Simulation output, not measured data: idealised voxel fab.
Presented below is a process module, voxel self aligned contacts.
In the cross-section labelled cut, the width is 210 nm and each square cell is 5 nm.
How to read a cross-section here: the picture is a grid of square cells, written as bands going from the top down, and any band can span one or more rows of cells.
Read a band's entry like this: the first values are the height of its top and the height of its bottom in nm, and what follows is the sequence of materials from left to right, each with its width in nm. Note that "air" is empty space, and that a single material marked "edge to edge" reaches across the band from edge to edge.
We count height from 0. Below that, the starting wafer is all one material. The lowest band never ends at the bottom but goes on down; see "0 and below" for how that is written.
Graded width ("30->40"): value in top row of band = first number; value in bottom row = second number; row-to-row change constant.
No cell of the cross-section changed in a step that is given as "same as before".
Empty spaces counting at least 8 cells and having no open way to the top are listed in "Enclosed cavity list". The notation width x height at distance is used for each, the distance being from the left edge and all three values in nm.
Read whatever lies past the settings on a step's line as the simulator's own remark about the step.
What "overlay nm" on a step's line means: if the step has a mask, that mask lay this far to the right of its planned place, or, when the value is negative, to the left.
Each pair of cross-sections that follows straddles one process step: the one shows the state before the step, the other the state after it, down to the lowest band that changed and no further. The step in question, and its settings, are given under the pair. Note that a pair is not necessarily a continuation of the pair above it, since pairs can come from different runs of this module on the same starting wafer; it is a continuation only where its entry headed "Pre-process" says so.

### Pre-process
- 0 and below = Si edge to edge
- Enclosed cavity list: none

### Post-Process View
- 0 down to -5 = SiO2 edge to edge
- Everything below -5 is unchanged.
- Enclosed cavity list: none
In between the before and after cross-sections above, the step is OXIDIZE,depth nm 5

Pre-process: = after-state of the pair above.

### Post-Process View
- 30 down to 0 = polySi edge to edge
- Everything below 0 is unchanged.
- Enclosed cavity list: none
In between the before and after cross-sections above, the step is DIRECTIONAL_DEP,material polySi,thk nm 30

Pre-process: = after-state of the pair above.

### Post-Process View
- 50 down to 30 = SiN edge to edge
- Everything below 30 is unchanged.
- Enclosed cavity list: none
In between the before and after cross-sections above, the step is DIRECTIONAL_DEP,material SiN,thk nm 20

Pre-process: = after-state of the pair above.

### Post-Process View
- 70 down to 50 = 25 nm air, 30 nm resist, 35 nm air, 30 nm resist, 35 nm air, 30 nm resist, 25 nm air
- Everything below 50 is unchanged.
- Enclosed cavity list: none
In between the before and after cross-sections above, the step is PATTERN,tone cover,mask id GATE,material resist,width nm 30,pitch nm 65,thk nm 20,overlay nm 0

Pre-process: = after-state of the pair above.

### Post-Process View
- 70 down to 50 = 25 nm air, 30 nm resist, 35 nm air, 30 nm resist, 35 nm air, 30 nm resist, 25 nm air
- 50 down to 30 = 25 nm air, 30 nm SiN, 35 nm air, 30 nm SiN, 35 nm air, 30 nm SiN, 25 nm air
- Everything below 30 is unchanged.
- Enclosed cavity list: none
In between the before and after cross-sections above, the step is DIRECTIONAL_ETCH,etch materials SiN,depth nm 20

Pre-process: = after-state of the pair above.

### Post-Process View
- 70 down to 50 = 25 nm air, 30 nm resist, 35 nm air, 30 nm resist, 35 nm air, 30 nm resist, 25 nm air
- 50 down to 30 = 25 nm air, 30 nm SiN, 35 nm air, 30 nm SiN, 35 nm air, 30 nm SiN, 25 nm air
- 30 down to 0 = 25 nm air, 30 nm polySi, 35 nm air, 30 nm polySi, 35 nm air, 30 nm polySi, 25 nm air
- Everything below 0 is unchanged.
- Enclosed cavity list: none
In between the before and after cross-sections above, the step is DIRECTIONAL_ETCH,etch materials polySi,depth nm 30

Pre-process: = after-state of the pair above.

### Post-Process View
- 50 down to 30 = 25 nm air, 30 nm SiN, 35 nm air, 30 nm SiN, 35 nm air, 30 nm SiN, 25 nm air
- Everything below 30 is unchanged.
- Enclosed cavity list: none
In between the before and after cross-sections above, the step is STRIP,etch materials resist

Pre-process: = after-state of the pair above.

### Post-Process View
- 60 down to 30 = 15 nm air, 50 nm SiN, 15 nm air, 50 nm SiN, 15 nm air, 50 nm SiN, 15 nm air
- 30 down to 10 = 15 nm air, 10 nm SiN, 30 nm polySi, 10 nm SiN, 15 nm air, 10 nm SiN, 30 nm polySi, 10 nm SiN, 15 nm air, 10 nm SiN, 30 nm polySi, 10 nm SiN, 15 nm air
- 10 down to 0 = 25 nm SiN, 30 nm polySi, 35 nm SiN, 30 nm polySi, 35 nm SiN, 30 nm polySi, 25 nm SiN
- Everything below 0 is unchanged.
- Enclosed cavity list: none
In between the before and after cross-sections above, the step is CONFORMAL_DEP,material SiN,thk nm 10

Pre-process: = after-state of the pair above.

### Post-Process View
- 50 down to 30 = 15 nm air, 50 nm SiN, 15 nm air, 50 nm SiN, 15 nm air, 50 nm SiN, 15 nm air
- 30 down to 0 = 15 nm air, 10 nm SiN, 30 nm polySi, 10 nm SiN, 15 nm air, 10 nm SiN, 30 nm polySi, 10 nm SiN, 15 nm air, 10 nm SiN, 30 nm polySi, 10 nm SiN, 15 nm air
- Everything below 0 is unchanged.
- Enclosed cavity list: none
In between the before and after cross-sections above, the step is DIRECTIONAL_ETCH,etch materials SiN,depth nm 10

Pre-process: = after-state of the pair above.

### Post-Process View
- 65 down to 50 = SiO2 edge to edge
- 50 down to 30 = 15 nm SiO2, 50 nm SiN, 15 nm SiO2, 50 nm SiN, 15 nm SiO2, 50 nm SiN, 15 nm SiO2
- 30 down to 0 = 15 nm SiO2, 10 nm SiN, 30 nm polySi, 10 nm SiN, 15 nm SiO2, 10 nm SiN, 30 nm polySi, 10 nm SiN, 15 nm SiO2, 10 nm SiN, 30 nm polySi, 10 nm SiN, 15 nm SiO2
- Everything below 0 is unchanged.
- Enclosed cavity list: none
In between the before and after cross-sections above, the step is FILL_DEP,material SiO2,thk nm 15

Pre-process: = after-state of the pair above.

### Post-Process View
- 55 down to 50 = SiO2 edge to edge
- Everything below 50 is unchanged.
- Enclosed cavity list: none
In between the before and after cross-sections above, the step is CMP,height nm 55

Pre-process: = after-state of the pair above.

### Post-Process View
- 70 down to 55 = 50 nm resist, 45 nm air, 20 nm resist, 45 nm air, 50 nm resist
- Everything below 55 is unchanged.
- Enclosed cavity list: none
In between the before and after cross-sections above, the step is PATTERN,tone open,mask id CONTACT,material resist,width nm 45,pitch nm 65,thk nm 15,overlay nm 0

Pre-process: = after-state of the pair above.

### Post-Process View
- 70 down to 55 = 50 nm resist, 45 nm air, 20 nm resist, 45 nm air, 50 nm resist
- 55 down to 50 = 50 nm SiO2, 45 nm air, 20 nm SiO2, 45 nm air, 50 nm SiO2
- 50 down to 30 = 15 nm SiO2, 50 nm SiN, 15 nm air, 50 nm SiN, 15 nm air, 50 nm SiN, 15 nm SiO2
- 30 down to 0 = 15 nm SiO2, 10 nm SiN, 30 nm polySi, 10 nm SiN, 15 nm air, 10 nm SiN, 30 nm polySi, 10 nm SiN, 15 nm air, 10 nm SiN, 30 nm polySi, 10 nm SiN, 15 nm SiO2
- 0 down to -5 = 65 nm SiO2, 15 nm air, 50 nm SiO2, 15 nm air, 65 nm SiO2
- Everything below -5 is unchanged.
- Enclosed cavity list: none
In between the before and after cross-sections above, the step is DIRECTIONAL_ETCH,etch materials SiO2,depth nm 60

Pre-process: = after-state of the pair above.

### Post-Process View
- 55 down to 50 = 50 nm SiO2, 45 nm air, 20 nm SiO2, 45 nm air, 50 nm SiO2
- Everything below 50 is unchanged.
- Enclosed cavity list: none
In between the before and after cross-sections above, the step is STRIP,etch materials resist

Pre-process: = after-state of the pair above.

### Post-Process View
- 60 down to 55 = 55 nm TiN, 35 nm air, 30 nm TiN, 35 nm air, 55 nm TiN
- 55 down to 50 = 50 nm SiO2, 20 nm TiN, 5 nm air, 20 nm TiN, 20 nm SiO2, 20 nm TiN, 5 nm air, 20 nm TiN, 50 nm SiO2
- 50 down to 30 = 15 nm SiO2, 50 nm SiN, 5 nm TiN, 5 nm air, 5 nm TiN, 50 nm SiN, 5 nm TiN, 5 nm air, 5 nm TiN, 50 nm SiN, 15 nm SiO2
- 30 down to 0 = 15 nm SiO2, 10 nm SiN, 30 nm polySi, 10 nm SiN, 5 nm TiN, 5 nm air, 5 nm TiN, 10 nm SiN, 30 nm polySi, 10 nm SiN, 5 nm TiN, 5 nm air, 5 nm TiN, 10 nm SiN, 30 nm polySi, 10 nm SiN, 15 nm SiO2
- 0 down to -5 = 65 nm SiO2, 15 nm TiN, 50 nm SiO2, 15 nm TiN, 65 nm SiO2
- Everything below -5 is unchanged.
- Enclosed cavity list: none
In between the before and after cross-sections above, the step is CONFORMAL_DEP,material TiN,thk nm 5

Pre-process: = after-state of the pair above.

### Post-Process View
- 65 down to 60 = W edge to edge
- 60 down to 55 = 55 nm TiN, 35 nm W, 30 nm TiN, 35 nm W, 55 nm TiN
- 55 down to 50 = 50 nm SiO2, 20 nm TiN, 5 nm W, 20 nm TiN, 20 nm SiO2, 20 nm TiN, 5 nm W, 20 nm TiN, 50 nm SiO2
- 50 down to 30 = 15 nm SiO2, 50 nm SiN, 5 nm TiN, 5 nm W, 5 nm TiN, 50 nm SiN, 5 nm TiN, 5 nm W, 5 nm TiN, 50 nm SiN, 15 nm SiO2
- 30 down to 0 = 15 nm SiO2, 10 nm SiN, 30 nm polySi, 10 nm SiN, 5 nm TiN, 5 nm W, 5 nm TiN, 10 nm SiN, 30 nm polySi, 10 nm SiN, 5 nm TiN, 5 nm W, 5 nm TiN, 10 nm SiN, 30 nm polySi, 10 nm SiN, 15 nm SiO2
- Everything below 0 is unchanged.
- Enclosed cavity list: none
In between the before and after cross-sections above, the step is FILL_DEP,material W,thk nm 5

Pre-process: = after-state of the pair above.

### Post-Process View
- 55 down to 50 = 50 nm SiO2, 20 nm TiN, 5 nm W, 20 nm TiN, 20 nm SiO2, 20 nm TiN, 5 nm W, 20 nm TiN, 50 nm SiO2
- Everything below 50 is unchanged.
- Enclosed cavity list: none
In between the before and after cross-sections above, the step is CMP,height nm 55

Pre-process: = after-state of the pair above.

### Post-Process View
- 60 down to 55 = SiCN edge to edge
- Everything below 55 is unchanged.
- Enclosed cavity list: none
In between the before and after cross-sections above, the step is CONFORMAL_DEP,material SiCN,thk nm 5

### Pre-process
- 50 down to 30 = 25 nm air, 30 nm SiN, 35 nm air, 30 nm SiN, 35 nm air, 30 nm SiN, 25 nm air
- 30 down to 0 = 25 nm air, 30 nm polySi, 35 nm air, 30 nm polySi, 35 nm air, 30 nm polySi, 25 nm air
- 0 down to -5 = SiO2 edge to edge
- -5 and below = Si edge to edge
- Enclosed cavity list: none

### Post-Process View
- 40 down to 30 = 25 nm air, 30 nm SiN, 35 nm air, 30 nm SiN, 35 nm air, 30 nm SiN, 25 nm air
- Everything below 30 is unchanged.
- Enclosed cavity list: none
In between the before and after cross-sections above, the step is DIRECTIONAL_ETCH,etch materials SiN,depth nm 10

Pre-process: = after-state of the pair above.

### Post-Process View
- 55 down to 40 = SiO2 edge to edge
- 40 down to 30 = 25 nm SiO2, 30 nm SiN, 35 nm SiO2, 30 nm SiN, 35 nm SiO2, 30 nm SiN, 25 nm SiO2
- 30 down to 0 = 25 nm SiO2, 30 nm polySi, 35 nm SiO2, 30 nm polySi, 35 nm SiO2, 30 nm polySi, 25 nm SiO2
- Everything below 0 is unchanged.
- Enclosed cavity list: none
In between the before and after cross-sections above, the step is FILL_DEP,material SiO2,thk nm 15

Pre-process: = after-state of the pair above.

### Post-Process View
- 70 down to 55 = 50 nm resist, 45 nm air, 20 nm resist, 45 nm air, 50 nm resist
- Everything below 55 is unchanged.
- Enclosed cavity list: none
In between the before and after cross-sections above, the step is PATTERN,tone open,mask id CONTACT,material resist,width nm 45,pitch nm 65,thk nm 15,overlay nm 0

Pre-process: = after-state of the pair above.

### Post-Process View
- 70 down to 55 = 50 nm resist, 45 nm air, 20 nm resist, 45 nm air, 50 nm resist
- 55 down to 40 = 50 nm SiO2, 45 nm air, 20 nm SiO2, 45 nm air, 50 nm SiO2
- 40 down to 30 = 25 nm SiO2, 30 nm SiN, 35 nm air, 30 nm SiN, 35 nm air, 30 nm SiN, 25 nm SiO2
- 30 down to 0 = 25 nm SiO2, 30 nm polySi, 35 nm air, 30 nm polySi, 35 nm air, 30 nm polySi, 25 nm SiO2
- 0 down to -5 = 55 nm SiO2, 35 nm air, 30 nm SiO2, 35 nm air, 55 nm SiO2
- Everything below -5 is unchanged.
- Enclosed cavity list: none
In between the before and after cross-sections above, the step is DIRECTIONAL_ETCH,etch materials SiO2,depth nm 60

Pre-process: = after-state of the pair above.

### Post-Process View
- 55 down to 40 = 50 nm SiO2, 45 nm air, 20 nm SiO2, 45 nm air, 50 nm SiO2
- Everything below 40 is unchanged.
- Enclosed cavity list: none
In between the before and after cross-sections above, the step is STRIP,etch materials resist

Pre-process: = after-state of the pair above.

### Post-Process View
- 60 down to 55 = 55 nm TiN, 35 nm air, 30 nm TiN, 35 nm air, 55 nm TiN
- 55 down to 45 = 50 nm SiO2, 5 nm TiN, 35 nm air, 5 nm TiN, 20 nm SiO2, 5 nm TiN, 35 nm air, 5 nm TiN, 50 nm SiO2
- 45 down to 40 = 50 nm SiO2, 10 nm TiN, 25 nm air, 10 nm TiN, 20 nm SiO2, 10 nm TiN, 25 nm air, 10 nm TiN, 50 nm SiO2
- 40 down to 30 = 25 nm SiO2, 30 nm SiN, 5 nm TiN, 25 nm air, 5 nm TiN, 30 nm SiN, 5 nm TiN, 25 nm air, 5 nm TiN, 30 nm SiN, 25 nm SiO2
- 30 down to 0 = 25 nm SiO2, 30 nm polySi, 5 nm TiN, 25 nm air, 5 nm TiN, 30 nm polySi, 5 nm TiN, 25 nm air, 5 nm TiN, 30 nm polySi, 25 nm SiO2
- 0 down to -5 = 55 nm SiO2, 35 nm TiN, 30 nm SiO2, 35 nm TiN, 55 nm SiO2
- Everything below -5 is unchanged.
- Enclosed cavity list: none
In between the before and after cross-sections above, the step is CONFORMAL_DEP,material TiN,thk nm 5

Pre-process: = after-state of the pair above.

### Post-Process View
- 65 down to 60 = W edge to edge
- 60 down to 55 = 55 nm TiN, 35 nm W, 30 nm TiN, 35 nm W, 55 nm TiN
- 55 down to 45 = 50 nm SiO2, 5 nm TiN, 35 nm W, 5 nm TiN, 20 nm SiO2, 5 nm TiN, 35 nm W, 5 nm TiN, 50 nm SiO2
- 45 down to 40 = 50 nm SiO2, 10 nm TiN, 25 nm W, 10 nm TiN, 20 nm SiO2, 10 nm TiN, 25 nm W, 10 nm TiN, 50 nm SiO2
- 40 down to 30 = 25 nm SiO2, 30 nm SiN, 5 nm TiN, 25 nm W, 5 nm TiN, 30 nm SiN, 5 nm TiN, 25 nm W, 5 nm TiN, 30 nm SiN, 25 nm SiO2
- 30 down to 0 = 25 nm SiO2, 30 nm polySi, 5 nm TiN, 25 nm W, 5 nm TiN, 30 nm polySi, 5 nm TiN, 25 nm W, 5 nm TiN, 30 nm polySi, 25 nm SiO2
- Everything below 0 is unchanged.
- Enclosed cavity list: none
In between the before and after cross-sections above, the step is FILL_DEP,material W,thk nm 5

Pre-process: = after-state of the pair above.

### Post-Process View
- 55 down to 45 = 50 nm SiO2, 5 nm TiN, 35 nm W, 5 nm TiN, 20 nm SiO2, 5 nm TiN, 35 nm W, 5 nm TiN, 50 nm SiO2
- Everything below 45 is unchanged.
- Enclosed cavity list: none
In between the before and after cross-sections above, the step is CMP,height nm 55

Pre-process: = after-state of the pair above.

### Post-Process View
- 60 down to 55 = SiCN edge to edge
- Everything below 55 is unchanged.
- Enclosed cavity list: none
In between the before and after cross-sections above, the step is CONFORMAL_DEP,material SiCN,thk nm 5

### Pre-process
- 30 down to 0 = polySi edge to edge
- 0 down to -5 = SiO2 edge to edge
- -5 and below = Si edge to edge
- Enclosed cavity list: none

### Post-Process View
- 60 down to 0 = polySi edge to edge
- Everything below 0 is unchanged.
- Enclosed cavity list: none
In between the before and after cross-sections above, the step is DIRECTIONAL_DEP,material polySi,thk nm 30

Pre-process: = after-state of the pair above.

### Post-Process View
- 80 down to 60 = SiN edge to edge
- Everything below 60 is unchanged.
- Enclosed cavity list: none
In between the before and after cross-sections above, the step is DIRECTIONAL_DEP,material SiN,thk nm 20

Pre-process: = after-state of the pair above.

### Post-Process View
- 100 down to 80 = 25 nm air, 30 nm resist, 35 nm air, 30 nm resist, 35 nm air, 30 nm resist, 25 nm air
- Everything below 80 is unchanged.
- Enclosed cavity list: none
In between the before and after cross-sections above, the step is PATTERN,tone cover,mask id GATE,material resist,width nm 30,pitch nm 65,thk nm 20,overlay nm 0

Pre-process: = after-state of the pair above.

### Post-Process View
- 100 down to 80 = 25 nm air, 30 nm resist, 35 nm air, 30 nm resist, 35 nm air, 30 nm resist, 25 nm air
- 80 down to 60 = 25 nm air, 30 nm SiN, 35 nm air, 30 nm SiN, 35 nm air, 30 nm SiN, 25 nm air
- Everything below 60 is unchanged.
- Enclosed cavity list: none
In between the before and after cross-sections above, the step is DIRECTIONAL_ETCH,etch materials SiN,depth nm 20

Pre-process: = after-state of the pair above.

### Post-Process View
- 100 down to 80 = 25 nm air, 30 nm resist, 35 nm air, 30 nm resist, 35 nm air, 30 nm resist, 25 nm air
- 80 down to 60 = 25 nm air, 30 nm SiN, 35 nm air, 30 nm SiN, 35 nm air, 30 nm SiN, 25 nm air
- 60 down to 30 = 25 nm air, 30 nm polySi, 35 nm air, 30 nm polySi, 35 nm air, 30 nm polySi, 25 nm air
- Everything below 30 is unchanged.
- Enclosed cavity list: none
In between the before and after cross-sections above, the step is DIRECTIONAL_ETCH,etch materials polySi,depth nm 30

Pre-process: = after-state of the pair above.

### Post-Process View
- 80 down to 60 = 25 nm air, 30 nm SiN, 35 nm air, 30 nm SiN, 35 nm air, 30 nm SiN, 25 nm air
- Everything below 60 is unchanged.
- Enclosed cavity list: none
In between the before and after cross-sections above, the step is STRIP,etch materials resist

Pre-process: = after-state of the pair above.

### Post-Process View
- 90 down to 60 = 15 nm air, 50 nm SiN, 15 nm air, 50 nm SiN, 15 nm air, 50 nm SiN, 15 nm air
- 60 down to 40 = 15 nm air, 10 nm SiN, 30 nm polySi, 10 nm SiN, 15 nm air, 10 nm SiN, 30 nm polySi, 10 nm SiN, 15 nm air, 10 nm SiN, 30 nm polySi, 10 nm SiN, 15 nm air
- 40 down to 30 = 25 nm SiN, 30 nm polySi, 35 nm SiN, 30 nm polySi, 35 nm SiN, 30 nm polySi, 25 nm SiN
- Everything below 30 is unchanged.
- Enclosed cavity list: none
In between the before and after cross-sections above, the step is CONFORMAL_DEP,material SiN,thk nm 10

Pre-process: = after-state of the pair above.

### Post-Process View
- 80 down to 60 = 15 nm air, 50 nm SiN, 15 nm air, 50 nm SiN, 15 nm air, 50 nm SiN, 15 nm air
- 60 down to 30 = 15 nm air, 10 nm SiN, 30 nm polySi, 10 nm SiN, 15 nm air, 10 nm SiN, 30 nm polySi, 10 nm SiN, 15 nm air, 10 nm SiN, 30 nm polySi, 10 nm SiN, 15 nm air
- Everything below 30 is unchanged.
- Enclosed cavity list: none
In between the before and after cross-sections above, the step is DIRECTIONAL_ETCH,etch materials SiN,depth nm 10

Pre-process: = after-state of the pair above.

### Post-Process View
- 95 down to 80 = SiO2 edge to edge
- 80 down to 60 = 15 nm SiO2, 50 nm SiN, 15 nm SiO2, 50 nm SiN, 15 nm SiO2, 50 nm SiN, 15 nm SiO2
- 60 down to 30 = 15 nm SiO2, 10 nm SiN, 30 nm polySi, 10 nm SiN, 15 nm SiO2, 10 nm SiN, 30 nm polySi, 10 nm SiN, 15 nm SiO2, 10 nm SiN, 30 nm polySi, 10 nm SiN, 15 nm SiO2
- Everything below 30 is unchanged.
- Enclosed cavity list: none
In between the before and after cross-sections above, the step is FILL_DEP,material SiO2,thk nm 15

Pre-process: = after-state of the pair above.

### Post-Process View
- 55 down to 30 = 15 nm SiO2, 10 nm SiN, 30 nm polySi, 10 nm SiN, 15 nm SiO2, 10 nm SiN, 30 nm polySi, 10 nm SiN, 15 nm SiO2, 10 nm SiN, 30 nm polySi, 10 nm SiN, 15 nm SiO2
- Everything below 30 is unchanged.
- Enclosed cavity list: none
In between the before and after cross-sections above, the step is CMP,height nm 55

Pre-process: = after-state of the pair above.

### Post-Process View
- 70 down to 55 = 50 nm resist, 45 nm air, 20 nm resist, 45 nm air, 50 nm resist
- Everything below 55 is unchanged.
- Enclosed cavity list: none
In between the before and after cross-sections above, the step is PATTERN,tone open,mask id CONTACT,material resist,width nm 45,pitch nm 65,thk nm 15,overlay nm 0

Pre-process: = after-state of the pair above.

### Post-Process View
- 70 down to 55 = 50 nm resist, 45 nm air, 20 nm resist, 45 nm air, 50 nm resist
- 55 down to 30 = 15 nm SiO2, 10 nm SiN, 30 nm polySi, 10 nm SiN, 15 nm air, 10 nm SiN, 30 nm polySi, 10 nm SiN, 15 nm air, 10 nm SiN, 30 nm polySi, 10 nm SiN, 15 nm SiO2
- Everything below 30 is unchanged.
- Enclosed cavity list: none
In between the before and after cross-sections above, the step is DIRECTIONAL_ETCH,etch materials SiO2,depth nm 60

Pre-process: = after-state of the pair above.

### Post-Process View
- 55 down to 30 = 15 nm SiO2, 10 nm SiN, 30 nm polySi, 10 nm SiN, 15 nm air, 10 nm SiN, 30 nm polySi, 10 nm SiN, 15 nm air, 10 nm SiN, 30 nm polySi, 10 nm SiN, 15 nm SiO2
- Everything below 30 is unchanged.
- Enclosed cavity list: none
In between the before and after cross-sections above, the step is STRIP,etch materials resist

Pre-process: = after-state of the pair above.

### Post-Process View
- 60 down to 55 = 70 nm TiN, 5 nm air, 60 nm TiN, 5 nm air, 70 nm TiN
- 55 down to 35 = 15 nm SiO2, 10 nm SiN, 30 nm polySi, 10 nm SiN, 5 nm TiN, 5 nm air, 5 nm TiN, 10 nm SiN, 30 nm polySi, 10 nm SiN, 5 nm TiN, 5 nm air, 5 nm TiN, 10 nm SiN, 30 nm polySi, 10 nm SiN, 15 nm SiO2
- 35 down to 30 = 15 nm SiO2, 10 nm SiN, 30 nm polySi, 10 nm SiN, 15 nm TiN, 10 nm SiN, 30 nm polySi, 10 nm SiN, 15 nm TiN, 10 nm SiN, 30 nm polySi, 10 nm SiN, 15 nm SiO2
- Everything below 30 is unchanged.
- Enclosed cavity list: none
In between the before and after cross-sections above, the step is CONFORMAL_DEP,material TiN,thk nm 5

Pre-process: = after-state of the pair above.

### Post-Process View
- 65 down to 60 = W edge to edge
- 60 down to 55 = 70 nm TiN, 5 nm W, 60 nm TiN, 5 nm W, 70 nm TiN
- 55 down to 35 = 15 nm SiO2, 10 nm SiN, 30 nm polySi, 10 nm SiN, 5 nm TiN, 5 nm W, 5 nm TiN, 10 nm SiN, 30 nm polySi, 10 nm SiN, 5 nm TiN, 5 nm W, 5 nm TiN, 10 nm SiN, 30 nm polySi, 10 nm SiN, 15 nm SiO2
- Everything below 35 is unchanged.
- Enclosed cavity list: none
In between the before and after cross-sections above, the step is FILL_DEP,material W,thk nm 5

Pre-process: = after-state of the pair above.

### Post-Process View
- 55 down to 35 = 15 nm SiO2, 10 nm SiN, 30 nm polySi, 10 nm SiN, 5 nm TiN, 5 nm W, 5 nm TiN, 10 nm SiN, 30 nm polySi, 10 nm SiN, 5 nm TiN, 5 nm W, 5 nm TiN, 10 nm SiN, 30 nm polySi, 10 nm SiN, 15 nm SiO2
- Everything below 35 is unchanged.
- Enclosed cavity list: none
In between the before and after cross-sections above, the step is CMP,height nm 55

Pre-process: = after-state of the pair above.

### Post-Process View
- 60 down to 55 = SiCN edge to edge
- Everything below 55 is unchanged.
- Enclosed cavity list: none
In between the before and after cross-sections above, the step is CONFORMAL_DEP,material SiCN,thk nm 5

### Pre-process
- 0 down to -5 = SiO2 edge to edge
- -5 and below = Si edge to edge
- Enclosed cavity list: none

### Post-Process View
- 20 down to 0 = SiN edge to edge
- Everything below 0 is unchanged.
- Enclosed cavity list: none
In between the before and after cross-sections above, the step is DIRECTIONAL_DEP,material SiN,thk nm 20

Pre-process: = after-state of the pair above.

### Post-Process View
- 50 down to 20 = polySi edge to edge
- Everything below 20 is unchanged.
- Enclosed cavity list: none
In between the before and after cross-sections above, the step is DIRECTIONAL_DEP,material polySi,thk nm 30

Pre-process: = after-state of the pair above.

### Post-Process View
- 70 down to 50 = 25 nm air, 30 nm resist, 35 nm air, 30 nm resist, 35 nm air, 30 nm resist, 25 nm air
- Everything below 50 is unchanged.
- Enclosed cavity list: none
In between the before and after cross-sections above, the step is PATTERN,tone cover,mask id GATE,material resist,width nm 30,pitch nm 65,thk nm 20,overlay nm 0

Pre-process: = after-state of the pair above.

### Post-Process View
- 70 down to 50 = 25 nm air, 30 nm resist, 35 nm air, 30 nm resist, 35 nm air, 30 nm resist, 25 nm air
- 50 down to 20 = 25 nm air, 30 nm polySi, 35 nm air, 30 nm polySi, 35 nm air, 30 nm polySi, 25 nm air
- Everything below 20 is unchanged.
- Enclosed cavity list: none
In between the before and after cross-sections above, the step is DIRECTIONAL_ETCH,etch materials polySi,depth nm 30

Pre-process: = after-state of the pair above.

### Post-Process View
- 50 down to 20 = 25 nm air, 30 nm polySi, 35 nm air, 30 nm polySi, 35 nm air, 30 nm polySi, 25 nm air
- Everything below 20 is unchanged.
- Enclosed cavity list: none
In between the before and after cross-sections above, the step is STRIP,etch materials resist

Pre-process: = after-state of the pair above.

### Post-Process View
- 60 down to 50 = 15 nm air, 50 nm SiN, 15 nm air, 50 nm SiN, 15 nm air, 50 nm SiN, 15 nm air
- 50 down to 30 = 15 nm air, 10 nm SiN, 30 nm polySi, 10 nm SiN, 15 nm air, 10 nm SiN, 30 nm polySi, 10 nm SiN, 15 nm air, 10 nm SiN, 30 nm polySi, 10 nm SiN, 15 nm air
- 30 down to 20 = 25 nm SiN, 30 nm polySi, 35 nm SiN, 30 nm polySi, 35 nm SiN, 30 nm polySi, 25 nm SiN
- Everything below 20 is unchanged.
- Enclosed cavity list: none
In between the before and after cross-sections above, the step is CONFORMAL_DEP,material SiN,thk nm 10

Pre-process: = after-state of the pair above.

### Post-Process View
- 50 down to 20 = 15 nm air, 10 nm SiN, 30 nm polySi, 10 nm SiN, 15 nm air, 10 nm SiN, 30 nm polySi, 10 nm SiN, 15 nm air, 10 nm SiN, 30 nm polySi, 10 nm SiN, 15 nm air
- Everything below 20 is unchanged.
- Enclosed cavity list: none
In between the before and after cross-sections above, the step is DIRECTIONAL_ETCH,etch materials SiN,depth nm 10

Pre-process: = after-state of the pair above.

### Post-Process View
- 65 down to 50 = SiO2 edge to edge
- 50 down to 20 = 15 nm SiO2, 10 nm SiN, 30 nm polySi, 10 nm SiN, 15 nm SiO2, 10 nm SiN, 30 nm polySi, 10 nm SiN, 15 nm SiO2, 10 nm SiN, 30 nm polySi, 10 nm SiN, 15 nm SiO2
- Everything below 20 is unchanged.
- Enclosed cavity list: none
In between the before and after cross-sections above, the step is FILL_DEP,material SiO2,thk nm 15

Pre-process: = after-state of the pair above.

### Post-Process View
- 55 down to 50 = SiO2 edge to edge
- Everything below 50 is unchanged.
- Enclosed cavity list: none
In between the before and after cross-sections above, the step is CMP,height nm 55

Pre-process: = after-state of the pair above.

### Post-Process View
- 70 down to 55 = 50 nm resist, 45 nm air, 20 nm resist, 45 nm air, 50 nm resist
- Everything below 55 is unchanged.
- Enclosed cavity list: none
In between the before and after cross-sections above, the step is PATTERN,tone open,mask id CONTACT,material resist,width nm 45,pitch nm 65,thk nm 15,overlay nm 0

Pre-process: = after-state of the pair above.

### Post-Process View
- 70 down to 55 = 50 nm resist, 45 nm air, 20 nm resist, 45 nm air, 50 nm resist
- 55 down to 50 = 50 nm SiO2, 45 nm air, 20 nm SiO2, 45 nm air, 50 nm SiO2
- 50 down to 20 = 15 nm SiO2, 10 nm SiN, 30 nm polySi, 10 nm SiN, 15 nm air, 10 nm SiN, 30 nm polySi, 10 nm SiN, 15 nm air, 10 nm SiN, 30 nm polySi, 10 nm SiN, 15 nm SiO2
- Everything below 20 is unchanged.
- Enclosed cavity list: none
In between the before and after cross-sections above, the step is DIRECTIONAL_ETCH,etch materials SiO2,depth nm 60

Pre-process: = after-state of the pair above.

### Post-Process View
- 55 down to 50 = 50 nm SiO2, 45 nm air, 20 nm SiO2, 45 nm air, 50 nm SiO2
- Everything below 50 is unchanged.
- Enclosed cavity list: none
In between the before and after cross-sections above, the step is STRIP,etch materials resist

Pre-process: = after-state of the pair above.

### Post-Process View
- 60 down to 55 = 55 nm TiN, 35 nm air, 30 nm TiN, 35 nm air, 55 nm TiN
- 55 down to 50 = 50 nm SiO2, 20 nm TiN, 5 nm air, 20 nm TiN, 20 nm SiO2, 20 nm TiN, 5 nm air, 20 nm TiN, 50 nm SiO2
- 50 down to 25 = 15 nm SiO2, 10 nm SiN, 30 nm polySi, 10 nm SiN, 5 nm TiN, 5 nm air, 5 nm TiN, 10 nm SiN, 30 nm polySi, 10 nm SiN, 5 nm TiN, 5 nm air, 5 nm TiN, 10 nm SiN, 30 nm polySi, 10 nm SiN, 15 nm SiO2
- 25 down to 20 = 15 nm SiO2, 10 nm SiN, 30 nm polySi, 10 nm SiN, 15 nm TiN, 10 nm SiN, 30 nm polySi, 10 nm SiN, 15 nm TiN, 10 nm SiN, 30 nm polySi, 10 nm SiN, 15 nm SiO2
- Everything below 20 is unchanged.
- Enclosed cavity list: none
In between the before and after cross-sections above, the step is CONFORMAL_DEP,material TiN,thk nm 5

Pre-process: = after-state of the pair above.

### Post-Process View
- 65 down to 60 = W edge to edge
- 60 down to 55 = 55 nm TiN, 35 nm W, 30 nm TiN, 35 nm W, 55 nm TiN
- 55 down to 50 = 50 nm SiO2, 20 nm TiN, 5 nm W, 20 nm TiN, 20 nm SiO2, 20 nm TiN, 5 nm W, 20 nm TiN, 50 nm SiO2
- 50 down to 25 = 15 nm SiO2, 10 nm SiN, 30 nm polySi, 10 nm SiN, 5 nm TiN, 5 nm W, 5 nm TiN, 10 nm SiN, 30 nm polySi, 10 nm SiN, 5 nm TiN, 5 nm W, 5 nm TiN, 10 nm SiN, 30 nm polySi, 10 nm SiN, 15 nm SiO2
- Everything below 25 is unchanged.
- Enclosed cavity list: none
In between the before and after cross-sections above, the step is FILL_DEP,material W,thk nm 5

Pre-process: = after-state of the pair above.

### Post-Process View
- 55 down to 50 = 50 nm SiO2, 20 nm TiN, 5 nm W, 20 nm TiN, 20 nm SiO2, 20 nm TiN, 5 nm W, 20 nm TiN, 50 nm SiO2
- Everything below 50 is unchanged.
- Enclosed cavity list: none
In between the before and after cross-sections above, the step is CMP,height nm 55
